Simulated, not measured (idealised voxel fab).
process module | voxel self aligned vias
cross-section cut | 220 nm wide | cells 5 nm
A cross-section is a grid of square cells, given in bands from the top down. A band is one or more rows of cells.
Each band's line starts with the height of the band's top and of its bottom, in nm. Then come its materials from left to right, each with its width in nm. One material with "throughout" fills the band from edge to edge. "air" is empty space.
Height 0 is the level under which the wafer as received is all one material. The lowest band goes on downwards, as in "0 down".
A width such as "30 to 40" changes by the same amount from each row of cells to the next, from the band's top row to its bottom row.
"no change" after a step means that no cell of the cross-section changed.
closed voids: empty space of 8 cells or more with no open way to the top, each as width x height at its distance from the left edge, in nm
after a step's settings: what the simulator itself notes on the step
overlay nm, on a step with a mask: how far to the right of its planned place the mask lay; to the left if negative
plan
1 op RECEIVE | material Si
2 op CONFORMAL_DEP | material SiO2 | thk nm 10
3 op CONFORMAL_DEP | material SiCN | thk nm 5
4 op DIRECTIONAL_DEP | material lowk | thk nm 30
5 op DIRECTIONAL_DEP | material aC | thk nm 10
6 op PATTERN | tone open | mask id LINES | material resist | width nm 30 | pitch nm 70 | thk nm 30 | overlay nm 0
7 op DIRECTIONAL_ETCH | etch materials aC | depth nm 10
8 op STRIP | etch materials resist
9 op DIRECTIONAL_ETCH | etch materials lowk | depth nm 30
10 op STRIP | etch materials aC
11 op CONFORMAL_DEP | material TiN | thk nm 5
12 op FILL_DEP | material W | thk nm 5
13 op CMP | height nm 45
14 op SELECTIVE_ETCH | etch materials W Ru TiN | depth nm 10
15 op FILL_DEP | material SiN | thk nm 10
16 op CMP | height nm 45
17 op DIRECTIONAL_DEP | material lowk | thk nm 15
18 op MASKED_ETCH | tone open | mask id VIAS | width nm 40 | pitch nm 70 | etch materials lowk | depth nm 15 | overlay nm 0
19 op MASKED_ETCH | tone open | mask id VIAS | width nm 40 | pitch nm 70 | etch materials SiN | depth nm 10 | overlay nm 0
20 op CONFORMAL_DEP | material TiN | thk nm 5
21 op FILL_DEP | material W | thk nm 10
22 op CMP | height nm 60
23 op CONFORMAL_DEP | material SiCN | thk nm 5
as received, after step 1
  0 down: Si throughout
  closed voids: none
a wafer at the end: this start, this plan, one mistake
  65 to 60: SiCN throughout
  60 to 50: lowk 60 | TiN 5 | W 25 | TiN 5 | lowk 35 | TiN 5 | W 25 | TiN 5 | lowk 55
  50 to 40: lowk 60 | TiN 5 | W 20 | TiN 10 to 5 | lowk 35 to 40 | TiN 5 | W 20 | TiN 10 to 5 | lowk 55 to 60
  40 to 35: lowk 60 | TiN 30 | lowk 40 | TiN 30 | lowk 60
  35 to 20: lowk 60 | TiN 5 | W 20 | TiN 5 | lowk 40 | TiN 5 | W 20 | TiN 5 | lowk 60
  20 to 15: lowk 60 | TiN 30 | lowk 40 | TiN 30 | lowk 60
  15 to 10: SiCN throughout
  10 to 0: SiO2 throughout
  0 down: Si throughout
  closed voids: none
what went wrong: step 18 ran as: op MASKED_ETCH | tone open | mask id VIAS | width nm 35 | pitch nm 70 | etch materials lowk | depth nm 15 | overlay nm 0
